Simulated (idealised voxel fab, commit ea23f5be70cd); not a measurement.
Herein follows the process module entitled voxel trench capacitor.
Section shown: cut. Width: 255 nm. Cell size: 5 nm, square.
In what follows, cross-sections appear as grids of square cells, described through bands that run from the top down, where every band is one or more rows of cells. A band entry consists of two parts. The first gives the height of the band's top and the height of its bottom, in nm. The rest lists the band's materials from left to right, each with its width in nm. A single material labelled with the word "throughout" fills the band from edge to edge, and the word "empty" marks empty space. All heights in this document are referenced to 0, defined as the level beneath which the wafer, as received, consists entirely of one material. The lowest band is not bounded below; it extends indefinitely downward and is written in the form "0..down". A two-number width, for instance "30..40", indicates that the width is equal to the first number in the top row of the band and to the second number in the bottom row, and that it changes by a constant amount per row of cells. Reading "no modifications" for a step: not a cell of the cross-section changed in it. Enclosed voids (no open way to top), threshold 8 cells or more, entry "Listed closed voids", notation width x height at distance, distance from left edge, nm. Text after the settings on a step's line: the simulator's own remark on that step. "overlay nm", when on a step's line for a step with a mask, measures how far to the right of its planned place the mask lay; a negative measure means to the left.
### Steps planned for the process
step 1: RECEIVE | material Si
step 2: CONFORMAL_DEP | material SiN | thk nm 10
step 3: DIRECTIONAL_DEP | material aC | thk nm 15
step 4: PATTERN | tone open | mask id TRENCH | material resist | width nm 20 | pitch nm 45 | thk nm 30 | overlay nm 0
step 5: DIRECTIONAL_ETCH | etch materials aC | depth nm 15
step 6: STRIP | etch materials resist
step 7: DIRECTIONAL_ETCH | etch materials SiN | depth nm 10
step 8: DIRECTIONAL_ETCH | etch materials Si | depth nm 30
step 9: STRIP | etch materials aC
step 10: CONFORMAL_DEP | material SiO2 | thk nm 5
step 11: FILL_DEP | material polySi | thk nm 10
step 12: CMP | height nm 10
### As-received state of the wafer in cross-section, equivalent to post-step 1
* 0..down: Si throughout
* Listed closed voids: none
### Same starting wafer, same plan as above, one mistake in the execution; this is the cross-section at the end of the module
* 25..15: polySi throughout
* 15..10: SiO2: 55  polySi: 10  SiO2: 35  polySi: 10  SiO2: 35  polySi: 10  SiO2: 35  polySi: 10  SiO2: 55
* 10..0: SiN: 50  SiO2: 5  polySi: 10  SiO2: 5  SiN: 25  SiO2: 5  polySi: 10  SiO2: 5  SiN: 25  SiO2: 5  polySi: 10  SiO2: 5  SiN: 25  SiO2: 5  polySi: 10  SiO2: 5  SiN: 50
* 0..-25: Si: 50  SiO2: 5  polySi: 10  SiO2: 5  Si: 25  SiO2: 5  polySi: 10  SiO2: 5  Si: 25  SiO2: 5  polySi: 10  SiO2: 5  Si: 25  SiO2: 5  polySi: 10  SiO2: 5  Si: 50
* -25..-30: Si: 50  SiO2: 20  Si: 25  SiO2: 20  Si: 25  SiO2: 20  Si: 25  SiO2: 20  Si: 50
* -30..down: Si throughout
* Listed closed voids: none
What was done differently from what was planned? step 12 of the plan got skipped, so it never ran
